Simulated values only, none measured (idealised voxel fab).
process module | voxel gate over fins
cross-section cut | 245 nm wide | cells 5 nm
A cross-section is a grid of square cells, given in bands from the top down. A band is one or more rows of cells.
Each band's line starts with the height of the band's top and of its bottom, in nm. Then come its materials from left to right, each with its width in nm. One material with "throughout" fills the band from edge to edge. "air" is empty space.
Height 0 is the level under which the wafer as received is all one material. The lowest band goes on downwards, as in "0 down".
A width such as "30 to 40" changes by the same amount from each row of cells to the next, from the band's top row to its bottom row.
"no change" after a step means that no cell of the cross-section changed.
closed voids: empty space of 8 cells or more with no open way to the top, each as width x height at its distance from the left edge, in nm
after a step's settings: what the simulator itself notes on the step
overlay nm, on a step with a mask: how far to the right of its planned place the mask lay; to the left if negative
plan
1 op RECEIVE | material Si
2 op CONFORMAL_DEP | material SiN | thk nm 10
3 op PATTERN | tone cover | mask id FINS | material resist | width nm 15 | pitch nm 50 | thk nm 15 | overlay nm 0
4 op DIRECTIONAL_ETCH | etch materials SiN | depth nm 10
5 op DIRECTIONAL_ETCH | etch materials Si | depth nm 40
6 op STRIP | etch materials resist
7 op FILL_DEP | material SiO2 | thk nm 10
8 op CMP | height nm 10
9 op PATTERN | tone open | mask id RAIL | material resist | width nm 15 | thk nm 15 | overlay nm 0
10 op DIRECTIONAL_ETCH | etch materials SiO2 | depth nm 45
11 op STRIP | etch materials resist
12 op CONFORMAL_DEP | material TiN | thk nm 5
13 op FILL_DEP | material W | thk nm 10
14 op CMP | height nm 10
15 op SELECTIVE_ETCH | etch materials W Ru TiN | depth nm 30
16 op FILL_DEP | material SiO2 | thk nm 5
17 op CMP | height nm 10
18 op SELECTIVE_ETCH | etch materials SiO2 | depth nm 20
19 op STRIP | etch materials SiN
20 op CONFORMAL_DEP | material HfO2 | thk nm 5
21 op CONFORMAL_DEP | material TiN | thk nm 5
22 op CONFORMAL_DEP | material TiAl | thk nm 5
23 op CONFORMAL_DEP | material TiN | thk nm 5
24 op FILL_DEP | material W | thk nm 10
25 op CMP | height nm 25
26 op CONFORMAL_DEP | material SiN | thk nm 10
as received, after step 1
  0 down: Si throughout
  closed voids: none
first wafer at the end, as planned
  35 to 25: SiN throughout
  25 to 20: W throughout
  20 to 15: W 45 | TiN 155 | W 45
  15 to 10: W 45 | TiN 5 | TiAl 45 | TiN 5 | TiAl 45 | TiN 5 | TiAl 45 | TiN 5 | W 45
  10 to 5: TiN 50 | TiAl 5 | TiN 35 | TiAl 5 | TiN 5 | TiAl 5 | TiN 35 | TiAl 5 | TiN 5 | TiAl 5 | TiN 35 | TiAl 5 | TiN 50
  5 to 0: TiAl 55 | TiN 5 | HfO2 25 | TiN 5 | TiAl 15 | TiN 5 | HfO2 25 | TiN 5 | TiAl 15 | TiN 5 | HfO2 25 | TiN 5 | TiAl 55
  0 to -5: TiN 60 | HfO2 5 | Si 15 | HfO2 5 | TiN 25 | HfO2 5 | Si 15 | HfO2 5 | TiN 25 | HfO2 5 | Si 15 | HfO2 5 | TiN 60
  -5 to -10: HfO2 65 | Si 15 | HfO2 35 | Si 15 | HfO2 35 | Si 15 | HfO2 65
  -10 to -20: SiO2 65 | Si 15 | SiO2 35 | Si 15 | SiO2 35 | Si 15 | SiO2 65
  -20 to -30: SiO2 65 | Si 15 | SiO2 10 | TiN 5 | W 5 | TiN 5 | SiO2 10 | Si 15 | SiO2 35 | Si 15 | SiO2 65
  -30 to -35: SiO2 65 | Si 15 | SiO2 10 | TiN 15 | SiO2 10 | Si 15 | SiO2 35 | Si 15 | SiO2 65
  -35 to -40: SiO2 65 | Si 15 | SiO2 35 | Si 15 | SiO2 35 | Si 15 | SiO2 65
  -40 down: Si throughout
  closed voids: none
second wafer at the end: like start, like plan, one mistake
  35 to 25: SiN throughout
  25 to 20: W throughout
  20 to 15: TiN throughout
  15 to 10: TiAl throughout
  10 to 5: TiN throughout
  5 to 0: HfO2 70 | TiN 5 | HfO2 45 | TiN 5 | HfO2 45 | TiN 5 | HfO2 70
  0 to -5: Si 65 | HfO2 5 | TiN 5 | HfO2 5 | Si 35 | HfO2 5 | TiN 5 | HfO2 5 | Si 35 | HfO2 5 | TiN 5 | HfO2 5 | Si 65
  -5 to -10: Si 65 | HfO2 15 | Si 35 | HfO2 15 | Si 35 | HfO2 15 | Si 65
  -10 to -40: Si 65 | SiO2 15 | Si 35 | SiO2 15 | Si 35 | SiO2 15 | Si 65
  -40 down: Si throughout
  closed voids: none
what went wrong: step 3 ran as: op PATTERN | tone open | mask id FINS | material resist | width nm 15 | pitch nm 50 | thk nm 15 | overlay nm 0
at the end the second wafer has, in cells: 248 more of Si | 177 fewer of SiO2 | 12 fewer of TiAl | 21 fewer of TiN | 38 fewer of W
